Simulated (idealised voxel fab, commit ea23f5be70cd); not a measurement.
You're looking at the process module voxel self aligned vias.
We display cut, a cross-section 255 nm in width whose square cells are each 5 nm.
Throughout this document, each cross-section is represented as a grid of square cells and is presented as a sequence of bands enumerated from the top downward, where a band comprises one or more rows of cells.
The entry gives the band's vertical extent as a top height and a bottom height in nm, then its horizontal make-up as materials from left to right, each with a width in nm. "blank" stands for empty space; a single material marked "all across" fills the band edge to edge.
The level at which height equals 0 is the one under which the wafer, as it arrives, is entirely one material. No lower edge exists for the bottom band, which continues downward and is notated as in "0 down".
A width given as "30 to 40" starts at the first number in the band's top row and ends at the second number in its bottom row, shifting by an equal amount at every step from row to row.
The designation "nothing changed", where it is given for a processing step, indicates that no cell of the cross-section was altered in the course of that step.
"Trapped cavities": sealed empty spaces, 8 cells or more, no open way to top, listed width x height at distance, with distance from the left edge and width, height and distance in nm.
Step line, after settings: the simulator's comment on this step.
"overlay nm" denotes, for a step that has a mask, the displacement of the mask to the right of its planned place, with negative values corresponding to the left.

## Set out below are the planned steps of the process
1 RECEIVE, material Si
2 CONFORMAL_DEP, material SiO2, thk nm 10
3 CONFORMAL_DEP, material SiCN, thk nm 5
4 DIRECTIONAL_DEP, material lowk, thk nm 25
5 DIRECTIONAL_DEP, material aC, thk nm 10
6 PATTERN, tone open, mask id LINES, material resist, width nm 25, pitch nm 65, thk nm 25, overlay nm 0
7 DIRECTIONAL_ETCH, etch materials aC, depth nm 10
8 STRIP, etch materials resist
9 DIRECTIONAL_ETCH, etch materials lowk, depth nm 25
10 STRIP, etch materials aC
11 CONFORMAL_DEP, material TiN, thk nm 5
12 FILL_DEP, material W, thk nm 10
13 CMP, height nm 40
14 SELECTIVE_ETCH, etch materials W Ru TiN, depth nm 5
15 FILL_DEP, material SiN, thk nm 5
16 CMP, height nm 40
17 DIRECTIONAL_DEP, material lowk, thk nm 15
18 MASKED_ETCH, tone open, mask id VIAS, width nm 45, pitch nm 130, etch materials lowk, depth nm 15, overlay nm 0
19 MASKED_ETCH, tone open, mask id VIAS, width nm 45, pitch nm 130, etch materials SiN, depth nm 5, overlay nm 0
20 CONFORMAL_DEP, material TiN, thk nm 5
21 FILL_DEP, material Ru, thk nm 5
22 CMP, height nm 55
23 CONFORMAL_DEP, material SiN, thk nm 5

## as received, after step 1
- 0 down = Si all across
- Trapped cavities: none

## Cross-sectional image of the first of two wafers at the end of the module, the run having proceeded as planned
- 60 to 55 = SiN all across
- 55 to 45 = 40 lowk, 5 TiN, 35 Ru, 5 TiN, 85 lowk, 5 TiN, 35 Ru, 5 TiN, 40 lowk
- 45 to 40 = 40 lowk, 15 TiN, 15 Ru, 15 TiN, 85 lowk, 15 TiN, 15 Ru, 15 TiN, 40 lowk
- 40 to 35 = 50 lowk, 25 TiN, 40 lowk, 25 SiN, 40 lowk, 25 TiN, 50 lowk
- 35 to 20 = 50 lowk, 5 TiN, 15 W, 5 TiN, 40 lowk, 5 TiN, 15 W, 5 TiN, 40 lowk, 5 TiN, 15 W, 5 TiN, 50 lowk
- 20 to 15 = 50 lowk, 25 TiN, 40 lowk, 25 TiN, 40 lowk, 25 TiN, 50 lowk
- 15 to 10 = SiCN all across
- 10 to 0 = SiO2 all across
- 0 down = Si all across
- Trapped cavities: none

## Wafer two, end of module, cross-section. Same start, same plan as wafer one. One mistake in the run
- 60 to 55 = SiN all across
- 55 to 40 = 40 lowk, 5 TiN, 35 Ru, 5 TiN, 85 lowk, 5 TiN, 35 Ru, 5 TiN, 40 lowk
- 40 to 35 = 40 SiN, 45 TiN, 85 SiN, 45 TiN, 40 SiN
- 35 to 15 = 50 lowk, 5 TiN, 15 W, 5 TiN, 40 lowk, 5 TiN, 15 W, 5 TiN, 40 lowk, 5 TiN, 15 W, 5 TiN, 50 lowk
- 15 to 10 = 50 lowk, 25 TiN, 40 lowk, 25 TiN, 40 lowk, 25 TiN, 50 lowk
- 10 to 0 = SiO2 all across
- 0 down = Si all across
- Trapped cavities: none
Here's what went sideways: with respect to the plan, step 3 was omitted and not executed
Materials where the second wafer ends with more or fewer cells than the first: 8 more of Ru | 51 fewer of SiCN | 28 more of SiN | 6 more of TiN | 9 more of W
